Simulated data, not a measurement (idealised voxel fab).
The process module that follows is named voxel wiring stack.
It is cross-section cut that appears here, measuring 150 nm in width, its square cells being 5 nm in size.
Think of the cross-section as a grid of square cells. We describe it in bands, top to bottom, and each band covers one or more rows of those cells.
Band: top and bottom heights (nm) first, top before bottom; then materials from left to right, widths in nm. "edge to edge" marks a sole material filling the band edge to edge. "blank" denotes empty space.
Heights are measured from 0, the level below which the as-received wafer is all one material; the lowest band has no bottom and continues downward, written as in "0 down".
Width spec "30 to 40" -> top row of cells at first value, bottom row at second value, equal per-row change in between.
No cell of the cross-section changed in a step that is given as "left unchanged".
If an empty space has no open way to the top and is at least 8 cells in size, "Enclosed internal voids" lists it, written width x height at distance, where distance is measured from the left edge and every value is in nm.
If you see something after the settings on a step's line, that's the simulator's own remark about that step.
overlay nm: how far to the right of its planned place the mask lay on this masked step (negative: to the left).
Listed below are the process steps as planned
1) op RECEIVE | material Si
2) op CONFORMAL_DEP | material SiO2 | thk nm 15
3) op DIRECTIONAL_DEP | material TiN | thk nm 5
4) op DIRECTIONAL_DEP | material Ru | thk nm 15
5) op MASKED_ETCH | tone cover | mask id METAL_1 | width nm 25 | pitch nm 45 | etch materials Ru | depth nm 15 | overlay nm 0
6) op MASKED_ETCH | tone cover | mask id METAL_1 | width nm 25 | pitch nm 45 | etch materials TiN | depth nm 5 | overlay nm 0
7) op CONFORMAL_DEP | material SiN | thk nm 5
8) op FILL_DEP | material lowk | thk nm 5
9) op CMP | height nm 35
10) op CONFORMAL_DEP | material SiCN | thk nm 5
11) op DIRECTIONAL_DEP | material SiO2 | thk nm 15
12) op MASKED_ETCH | tone open | mask id PLUG_1 | width nm 15 | pitch nm 90 | etch materials SiO2 | depth nm 15 | overlay nm 0
13) op MASKED_ETCH | tone open | mask id PLUG_1 | width nm 15 | pitch nm 90 | etch materials SiCN | depth nm 5 | overlay nm 0
14) op CONFORMAL_DEP | material TiN | thk nm 5
15) op FILL_DEP | material Cu | thk nm 10
16) op CMP | height nm 55
17) op CONFORMAL_DEP | material SiCN | thk nm 5
18) op DIRECTIONAL_DEP | material lowk | thk nm 15
19) op DIRECTIONAL_DEP | material aC | thk nm 15
20) op PATTERN | tone open | mask id METAL_2 | material resist | width nm 25 | pitch nm 45 | thk nm 30 | overlay nm 0
21) op DIRECTIONAL_ETCH | etch materials aC | depth nm 15
22) op STRIP | etch materials resist
23) op DIRECTIONAL_ETCH | etch materials lowk | depth nm 15
24) op DIRECTIONAL_ETCH | etch materials SiCN | depth nm 5
25) op STRIP | etch materials aC
26) op CONFORMAL_DEP | material TiN | thk nm 5
27) op FILL_DEP | material Ru | thk nm 10
28) op CMP | height nm 75
29) op CONFORMAL_DEP | material SiCN | thk nm 5
30) op DIRECTIONAL_DEP | material SiO2 | thk nm 35
31) op MASKED_ETCH | tone open | mask id METAL_3_HOLES | width nm 15 | pitch nm 45 | etch materials SiO2 | depth nm 35 | overlay nm 0
32) op PATTERN | tone open | mask id METAL_3 | material resist | width nm 25 | pitch nm 45 | thk nm 15 | overlay nm 0
33) op DIRECTIONAL_ETCH | etch materials SiO2 | depth nm 20
34) op DIRECTIONAL_ETCH | etch materials SiCN | depth nm 5
35) op STRIP | etch materials resist
36) op CONFORMAL_DEP | material TiN | thk nm 5
37) op FILL_DEP | material Cu | thk nm 5
38) op CMP | height nm 115
39) op CONFORMAL_DEP | material SiN | thk nm 5
Run as planned: first of two wafers
The cross-section here shows the wafer as received, i.e. in its state after step 1
  0 down: Si edge to edge
  Enclosed internal voids: none
Cross-section through the wafer, step 2 finished
  15 to 0: SiO2 edge to edge
  Note: structure below 0 unchanged.
Cross-section through the wafer, step 3 finished
  20 to 15: TiN edge to edge
  Note: structure below 15 unchanged.
Cross-section through the wafer, step 4 finished
  35 to 20: Ru edge to edge
  Note: structure below 20 unchanged.
Cross-section through the wafer, step 5 finished
  35 to 20: 15 blank, 25 Ru, 20 blank, 25 Ru, 20 blank, 25 Ru, 20 blank
  Note: structure below 20 unchanged.
Cross-section through the wafer, step 6 finished
  35 to 20: 15 blank, 25 Ru, 20 blank, 25 Ru, 20 blank, 25 Ru, 20 blank
  20 to 15: 15 blank, 25 TiN, 20 blank, 25 TiN, 20 blank, 25 TiN, 20 blank
  Note: structure below 15 unchanged.
Cross-section through the wafer, step 7 finished
  40 to 35: 10 blank, 35 SiN, 10 blank, 35 SiN, 10 blank, 35 SiN, 15 blank
  35 to 20: 10 blank, 5 SiN, 25 Ru, 5 SiN, 10 blank, 5 SiN, 25 Ru, 5 SiN, 10 blank, 5 SiN, 25 Ru, 5 SiN, 15 blank
  20 to 15: 15 SiN, 25 TiN, 20 SiN, 25 TiN, 20 SiN, 25 TiN, 20 SiN
  Note: structure below 15 unchanged.
Cross-section through the wafer, step 8 finished
  45 to 40: lowk edge to edge
  40 to 35: 10 lowk, 35 SiN, 10 lowk, 35 SiN, 10 lowk, 35 SiN, 15 lowk
  35 to 20: 10 lowk, 5 SiN, 25 Ru, 5 SiN, 10 lowk, 5 SiN, 25 Ru, 5 SiN, 10 lowk, 5 SiN, 25 Ru, 5 SiN, 15 lowk
  Note: structure below 20 unchanged.
Cross-section through the wafer, step 9 finished
  35 to 20: 10 lowk, 5 SiN, 25 Ru, 5 SiN, 10 lowk, 5 SiN, 25 Ru, 5 SiN, 10 lowk, 5 SiN, 25 Ru, 5 SiN, 15 lowk
  Note: structure below 20 unchanged.
Cross-section through the wafer, step 10 finished
  40 to 35: SiCN edge to edge
  Note: structure below 35 unchanged.
Cross-section through the wafer, step 11 finished
  55 to 40: SiO2 edge to edge
  Note: structure below 40 unchanged.
Cross-section through the wafer, step 12 finished
  55 to 40: 15 SiO2, 15 blank, 75 SiO2, 15 blank, 30 SiO2
  Note: structure below 40 unchanged.
Cross-section through the wafer, step 13 finished
  55 to 40: 15 SiO2, 15 blank, 75 SiO2, 15 blank, 30 SiO2
  40 to 35: 15 SiCN, 15 blank, 75 SiCN, 15 blank, 30 SiCN
  Note: structure below 35 unchanged.
Cross-section through the wafer, step 14 finished
  60 to 55: 20 TiN, 5 blank, 85 TiN, 5 blank, 35 TiN
  55 to 40: 15 SiO2, 5 TiN, 5 blank, 5 TiN, 75 SiO2, 5 TiN, 5 blank, 5 TiN, 30 SiO2
  40 to 35: 15 SiCN, 15 TiN, 75 SiCN, 15 TiN, 30 SiCN
  Note: structure below 35 unchanged.
Cross-section through the wafer, step 15 finished
  70 to 60: Cu edge to edge
  60 to 55: 20 TiN, 5 Cu, 85 TiN, 5 Cu, 35 TiN
  55 to 40: 15 SiO2, 5 TiN, 5 Cu, 5 TiN, 75 SiO2, 5 TiN, 5 Cu, 5 TiN, 30 SiO2
  Note: structure below 40 unchanged.
Cross-section through the wafer, step 16 finished
  55 to 40: 15 SiO2, 5 TiN, 5 Cu, 5 TiN, 75 SiO2, 5 TiN, 5 Cu, 5 TiN, 30 SiO2
  Note: structure below 40 unchanged.
Cross-section through the wafer, step 17 finished
  60 to 55: SiCN edge to edge
  Note: structure below 55 unchanged.
Cross-section through the wafer, step 18 finished
  75 to 60: lowk edge to edge
  Note: structure below 60 unchanged.
Cross-section through the wafer, step 19 finished
  90 to 75: aC edge to edge
  Note: structure below 75 unchanged.
Cross-section through the wafer, step 20 finished
  120 to 90: 15 resist, 25 blank, 20 resist, 25 blank, 20 resist, 25 blank, 20 resist
  Note: structure below 90 unchanged.
Cross-section through the wafer, step 21 finished
  105 to 90: 15 resist, 25 blank, 20 resist, 25 blank, 20 resist, 25 blank, 20 resist
  90 to 75: 15 aC, 25 blank, 20 aC, 25 blank, 20 aC, 25 blank, 20 aC
  Note: structure below 75 unchanged.
Cross-section through the wafer, step 22 finished
  90 to 75: 15 aC, 25 blank, 20 aC, 25 blank, 20 aC, 25 blank, 20 aC
  Note: structure below 75 unchanged.
Cross-section through the wafer, step 23 finished
  90 to 75: 15 aC, 25 blank, 20 aC, 25 blank, 20 aC, 25 blank, 20 aC
  75 to 60: 15 lowk, 25 blank, 20 lowk, 25 blank, 20 lowk, 25 blank, 20 lowk
  Note: structure below 60 unchanged.
Cross-section through the wafer, step 24 finished
  90 to 75: 15 aC, 25 blank, 20 aC, 25 blank, 20 aC, 25 blank, 20 aC
  75 to 60: 15 lowk, 25 blank, 20 lowk, 25 blank, 20 lowk, 25 blank, 20 lowk
  60 to 55: 15 SiCN, 25 blank, 20 SiCN, 25 blank, 20 SiCN, 25 blank, 20 SiCN
  Note: structure below 55 unchanged.
Cross-section through the wafer, step 25 finished
  75 to 60: 15 lowk, 25 blank, 20 lowk, 25 blank, 20 lowk, 25 blank, 20 lowk
  Note: structure below 60 unchanged.
Cross-section through the wafer, step 26 finished
  80 to 75: 20 TiN, 15 blank, 30 TiN, 15 blank, 30 TiN, 15 blank, 25 TiN
  75 to 60: 15 lowk, 5 TiN, 15 blank, 5 TiN, 20 lowk, 5 TiN, 15 blank, 5 TiN, 20 lowk, 5 TiN, 15 blank, 5 TiN, 20 lowk
  60 to 55: 15 SiCN, 25 TiN, 20 SiCN, 25 TiN, 20 SiCN, 25 TiN, 20 SiCN
  Note: structure below 55 unchanged.
Cross-section through the wafer, step 27 finished
  90 to 80: Ru edge to edge
  80 to 75: 20 TiN, 15 Ru, 30 TiN, 15 Ru, 30 TiN, 15 Ru, 25 TiN
  75 to 60: 15 lowk, 5 TiN, 15 Ru, 5 TiN, 20 lowk, 5 TiN, 15 Ru, 5 TiN, 20 lowk, 5 TiN, 15 Ru, 5 TiN, 20 lowk
  Note: structure below 60 unchanged.
Cross-section through the wafer, step 28 finished
  75 to 60: 15 lowk, 5 TiN, 15 Ru, 5 TiN, 20 lowk, 5 TiN, 15 Ru, 5 TiN, 20 lowk, 5 TiN, 15 Ru, 5 TiN, 20 lowk
  Note: structure below 60 unchanged.
Cross-section through the wafer, step 29 finished
  80 to 75: SiCN edge to edge
  Note: structure below 75 unchanged.
Cross-section through the wafer, step 30 finished
  115 to 80: SiO2 edge to edge
  Note: structure below 80 unchanged.
Cross-section through the wafer, step 31 finished
  115 to 80: 15 SiO2, 15 blank, 30 SiO2, 15 blank, 30 SiO2, 15 blank, 30 SiO2
  Note: structure below 80 unchanged.
Cross-section through the wafer, step 32 finished
  130 to 115: 15 resist, 25 blank, 20 resist, 25 blank, 20 resist, 25 blank, 20 resist
  Note: structure below 115 unchanged.
Cross-section through the wafer, step 33 finished
  130 to 115: 15 resist, 25 blank, 20 resist, 25 blank, 20 resist, 25 blank, 20 resist
  115 to 95: 15 SiO2, 25 blank, 20 SiO2, 25 blank, 20 SiO2, 25 blank, 20 SiO2
  Note: structure below 95 unchanged.
Cross-section through the wafer, step 34 finished
  130 to 115: 15 resist, 25 blank, 20 resist, 25 blank, 20 resist, 25 blank, 20 resist
  115 to 95: 15 SiO2, 25 blank, 20 SiO2, 25 blank, 20 SiO2, 25 blank, 20 SiO2
  95 to 80: 15 SiO2, 15 blank, 30 SiO2, 15 blank, 30 SiO2, 15 blank, 30 SiO2
  80 to 75: 15 SiCN, 15 blank, 30 SiCN, 15 blank, 30 SiCN, 15 blank, 30 SiCN
  Note: structure below 75 unchanged.
Cross-section through the wafer, step 35 finished
  115 to 95: 15 SiO2, 25 blank, 20 SiO2, 25 blank, 20 SiO2, 25 blank, 20 SiO2
  Note: structure below 95 unchanged.
Cross-section through the wafer, step 36 finished
  120 to 115: 20 TiN, 15 blank, 30 TiN, 15 blank, 30 TiN, 15 blank, 25 TiN
  115 to 100: 15 SiO2, 5 TiN, 15 blank, 5 TiN, 20 SiO2, 5 TiN, 15 blank, 5 TiN, 20 SiO2, 5 TiN, 15 blank, 5 TiN, 20 SiO2
  100 to 95: 15 SiO2, 5 TiN, 5 blank, 15 TiN, 20 SiO2, 5 TiN, 5 blank, 15 TiN, 20 SiO2, 5 TiN, 5 blank, 15 TiN, 20 SiO2
  95 to 80: 15 SiO2, 5 TiN, 5 blank, 5 TiN, 30 SiO2, 5 TiN, 5 blank, 5 TiN, 30 SiO2, 5 TiN, 5 blank, 5 TiN, 30 SiO2
  80 to 75: 15 SiCN, 15 TiN, 30 SiCN, 15 TiN, 30 SiCN, 15 TiN, 30 SiCN
  Note: structure below 75 unchanged.
Cross-section through the wafer, step 37 finished
  125 to 120: Cu edge to edge
  120 to 115: 20 TiN, 15 Cu, 30 TiN, 15 Cu, 30 TiN, 15 Cu, 25 TiN
  115 to 100: 15 SiO2, 5 TiN, 15 Cu, 5 TiN, 20 SiO2, 5 TiN, 15 Cu, 5 TiN, 20 SiO2, 5 TiN, 15 Cu, 5 TiN, 20 SiO2
  100 to 95: 15 SiO2, 5 TiN, 5 Cu, 15 TiN, 20 SiO2, 5 TiN, 5 Cu, 15 TiN, 20 SiO2, 5 TiN, 5 Cu, 15 TiN, 20 SiO2
  95 to 80: 15 SiO2, 5 TiN, 5 Cu, 5 TiN, 30 SiO2, 5 TiN, 5 Cu, 5 TiN, 30 SiO2, 5 TiN, 5 Cu, 5 TiN, 30 SiO2
  Note: structure below 80 unchanged.
Cross-section through the wafer, step 38 finished
  115 to 100: 15 SiO2, 5 TiN, 15 Cu, 5 TiN, 20 SiO2, 5 TiN, 15 Cu, 5 TiN, 20 SiO2, 5 TiN, 15 Cu, 5 TiN, 20 SiO2
  Note: structure below 100 unchanged.
Cross-section through the wafer, step 39 finished
  120 to 115: SiN edge to edge
  Note: structure below 115 unchanged.
Second wafer - shared start and plan with the first - one error in running - same as the first up to step 10 inclusive
Cross-section of the second wafer at the time step 11 of the plan should have ended
  45 to 40: SiO2 edge to edge
  Note: structure below 40 unchanged.
Cross-section of the second wafer at the time step 12 of the plan should have ended
  45 to 40: 15 SiO2, 15 blank, 75 SiO2, 15 blank, 30 SiO2
  Note: structure below 40 unchanged.
Cross-section of the second wafer at the time step 13 of the plan should have ended
  45 to 40: 15 SiO2, 15 blank, 75 SiO2, 15 blank, 30 SiO2
  40 to 35: 15 SiCN, 15 blank, 75 SiCN, 15 blank, 30 SiCN
  Note: structure below 35 unchanged.
Cross-section of the second wafer at the time step 14 of the plan should have ended
  50 to 45: 20 TiN, 5 blank, 85 TiN, 5 blank, 35 TiN
  45 to 40: 15 SiO2, 5 TiN, 5 blank, 5 TiN, 75 SiO2, 5 TiN, 5 blank, 5 TiN, 30 SiO2
  40 to 35: 15 SiCN, 15 TiN, 75 SiCN, 15 TiN, 30 SiCN
  Note: structure below 35 unchanged.
Cross-section of the second wafer at the time step 15 of the plan should have ended
  60 to 50: Cu edge to edge
  50 to 45: 20 TiN, 5 Cu, 85 TiN, 5 Cu, 35 TiN
  45 to 40: 15 SiO2, 5 TiN, 5 Cu, 5 TiN, 75 SiO2, 5 TiN, 5 Cu, 5 TiN, 30 SiO2
  Note: structure below 40 unchanged.
Cross-section of the second wafer at the time step 16 of the plan should have ended
  55 to 50: Cu edge to edge
  Note: structure below 50 unchanged.
Cross-section of the second wafer at the time step 17 of the plan should have ended
  60 to 55: SiCN edge to edge
  Note: structure below 55 unchanged.
Cross-section of the second wafer at the time step 18 of the plan should have ended
  75 to 60: lowk edge to edge
  Note: structure below 60 unchanged.
Cross-section of the second wafer at the time step 19 of the plan should have ended
  90 to 75: aC edge to edge
  Note: structure below 75 unchanged.
Cross-section of the second wafer at the time step 20 of the plan should have ended
  120 to 90: 15 resist, 25 blank, 20 resist, 25 blank, 20 resist, 25 blank, 20 resist
  Note: structure below 90 unchanged.
Cross-section of the second wafer at the time step 21 of the plan should have ended
  105 to 90: 15 resist, 25 blank, 20 resist, 25 blank, 20 resist, 25 blank, 20 resist
  90 to 75: 15 aC, 25 blank, 20 aC, 25 blank, 20 aC, 25 blank, 20 aC
  Note: structure below 75 unchanged.
Cross-section of the second wafer at the time step 22 of the plan should have ended
  90 to 75: 15 aC, 25 blank, 20 aC, 25 blank, 20 aC, 25 blank, 20 aC
  Note: structure below 75 unchanged.
Cross-section of the second wafer at the time step 23 of the plan should have ended
  90 to 75: 15 aC, 25 blank, 20 aC, 25 blank, 20 aC, 25 blank, 20 aC
  75 to 60: 15 lowk, 25 blank, 20 lowk, 25 blank, 20 lowk, 25 blank, 20 lowk
  Note: structure below 60 unchanged.
Cross-section of the second wafer at the time step 24 of the plan should have ended
  90 to 75: 15 aC, 25 blank, 20 aC, 25 blank, 20 aC, 25 blank, 20 aC
  75 to 60: 15 lowk, 25 blank, 20 lowk, 25 blank, 20 lowk, 25 blank, 20 lowk
  60 to 55: 15 SiCN, 25 blank, 20 SiCN, 25 blank, 20 SiCN, 25 blank, 20 SiCN
  Note: structure below 55 unchanged.
Cross-section of the second wafer at the time step 25 of the plan should have ended
  75 to 60: 15 lowk, 25 blank, 20 lowk, 25 blank, 20 lowk, 25 blank, 20 lowk
  Note: structure below 60 unchanged.
Cross-section of the second wafer at the time step 26 of the plan should have ended
  80 to 75: 20 TiN, 15 blank, 30 TiN, 15 blank, 30 TiN, 15 blank, 25 TiN
  75 to 60: 15 lowk, 5 TiN, 15 blank, 5 TiN, 20 lowk, 5 TiN, 15 blank, 5 TiN, 20 lowk, 5 TiN, 15 blank, 5 TiN, 20 lowk
  60 to 55: 15 SiCN, 25 TiN, 20 SiCN, 25 TiN, 20 SiCN, 25 TiN, 20 SiCN
  Note: structure below 55 unchanged.
Cross-section of the second wafer at the time step 27 of the plan should have ended
  90 to 80: Ru edge to edge
  80 to 75: 20 TiN, 15 Ru, 30 TiN, 15 Ru, 30 TiN, 15 Ru, 25 TiN
  75 to 60: 15 lowk, 5 TiN, 15 Ru, 5 TiN, 20 lowk, 5 TiN, 15 Ru, 5 TiN, 20 lowk, 5 TiN, 15 Ru, 5 TiN, 20 lowk
  Note: structure below 60 unchanged.
Cross-section of the second wafer at the time step 28 of the plan should have ended
  75 to 60: 15 lowk, 5 TiN, 15 Ru, 5 TiN, 20 lowk, 5 TiN, 15 Ru, 5 TiN, 20 lowk, 5 TiN, 15 Ru, 5 TiN, 20 lowk
  Note: structure below 60 unchanged.
Cross-section of the second wafer at the time step 29 of the plan should have ended
  80 to 75: SiCN edge to edge
  Note: structure below 75 unchanged.
Cross-section of the second wafer at the time step 30 of the plan should have ended
  115 to 80: SiO2 edge to edge
  Note: structure below 80 unchanged.
Cross-section of the second wafer at the time step 31 of the plan should have ended
  115 to 80: 15 SiO2, 15 blank, 30 SiO2, 15 blank, 30 SiO2, 15 blank, 30 SiO2
  Note: structure below 80 unchanged.
Cross-section of the second wafer at the time step 32 of the plan should have ended
  130 to 115: 15 resist, 25 blank, 20 resist, 25 blank, 20 resist, 25 blank, 20 resist
  Note: structure below 115 unchanged.
Cross-section of the second wafer at the time step 33 of the plan should have ended
  130 to 115: 15 resist, 25 blank, 20 resist, 25 blank, 20 resist, 25 blank, 20 resist
  115 to 95: 15 SiO2, 25 blank, 20 SiO2, 25 blank, 20 SiO2, 25 blank, 20 SiO2
  Note: structure below 95 unchanged.
Cross-section of the second wafer at the time step 34 of the plan should have ended
  130 to 115: 15 resist, 25 blank, 20 resist, 25 blank, 20 resist, 25 blank, 20 resist
  115 to 95: 15 SiO2, 25 blank, 20 SiO2, 25 blank, 20 SiO2, 25 blank, 20 SiO2
  95 to 80: 15 SiO2, 15 blank, 30 SiO2, 15 blank, 30 SiO2, 15 blank, 30 SiO2
  80 to 75: 15 SiCN, 15 blank, 30 SiCN, 15 blank, 30 SiCN, 15 blank, 30 SiCN
  Note: structure below 75 unchanged.
Cross-section of the second wafer at the time step 35 of the plan should have ended
  115 to 95: 15 SiO2, 25 blank, 20 SiO2, 25 blank, 20 SiO2, 25 blank, 20 SiO2
  Note: structure below 95 unchanged.
Cross-section of the second wafer at the time step 36 of the plan should have ended
  120 to 115: 20 TiN, 15 blank, 30 TiN, 15 blank, 30 TiN, 15 blank, 25 TiN
  115 to 100: 15 SiO2, 5 TiN, 15 blank, 5 TiN, 20 SiO2, 5 TiN, 15 blank, 5 TiN, 20 SiO2, 5 TiN, 15 blank, 5 TiN, 20 SiO2
  100 to 95: 15 SiO2, 5 TiN, 5 blank, 15 TiN, 20 SiO2, 5 TiN, 5 blank, 15 TiN, 20 SiO2, 5 TiN, 5 blank, 15 TiN, 20 SiO2
  95 to 80: 15 SiO2, 5 TiN, 5 blank, 5 TiN, 30 SiO2, 5 TiN, 5 blank, 5 TiN, 30 SiO2, 5 TiN, 5 blank, 5 TiN, 30 SiO2
  80 to 75: 15 SiCN, 15 TiN, 30 SiCN, 15 TiN, 30 SiCN, 15 TiN, 30 SiCN
  Note: structure below 75 unchanged.
Cross-section of the second wafer at the time step 37 of the plan should have ended
  125 to 120: Cu edge to edge
  120 to 115: 20 TiN, 15 Cu, 30 TiN, 15 Cu, 30 TiN, 15 Cu, 25 TiN
  115 to 100: 15 SiO2, 5 TiN, 15 Cu, 5 TiN, 20 SiO2, 5 TiN, 15 Cu, 5 TiN, 20 SiO2, 5 TiN, 15 Cu, 5 TiN, 20 SiO2
  100 to 95: 15 SiO2, 5 TiN, 5 Cu, 15 TiN, 20 SiO2, 5 TiN, 5 Cu, 15 TiN, 20 SiO2, 5 TiN, 5 Cu, 15 TiN, 20 SiO2
  95 to 80: 15 SiO2, 5 TiN, 5 Cu, 5 TiN, 30 SiO2, 5 TiN, 5 Cu, 5 TiN, 30 SiO2, 5 TiN, 5 Cu, 5 TiN, 30 SiO2
  Note: structure below 80 unchanged.
Cross-section of the second wafer at the time step 38 of the plan should have ended
  115 to 100: 15 SiO2, 5 TiN, 15 Cu, 5 TiN, 20 SiO2, 5 TiN, 15 Cu, 5 TiN, 20 SiO2, 5 TiN, 15 Cu, 5 TiN, 20 SiO2
  Note: structure below 100 unchanged.
Cross-section of the second wafer at the time step 39 of the plan should have ended
  120 to 115: SiN edge to edge
  Note: structure below 115 unchanged.
Finding, execution versus plan: rather than as planned, step 11 actually ran as op DIRECTIONAL_DEP | material SiO2 | thk nm 5
At the finish, the second wafer shows more or fewer cells for some materials than the first does: Cu: 28 more | SiO2: 48 fewer | TiN: 20 more
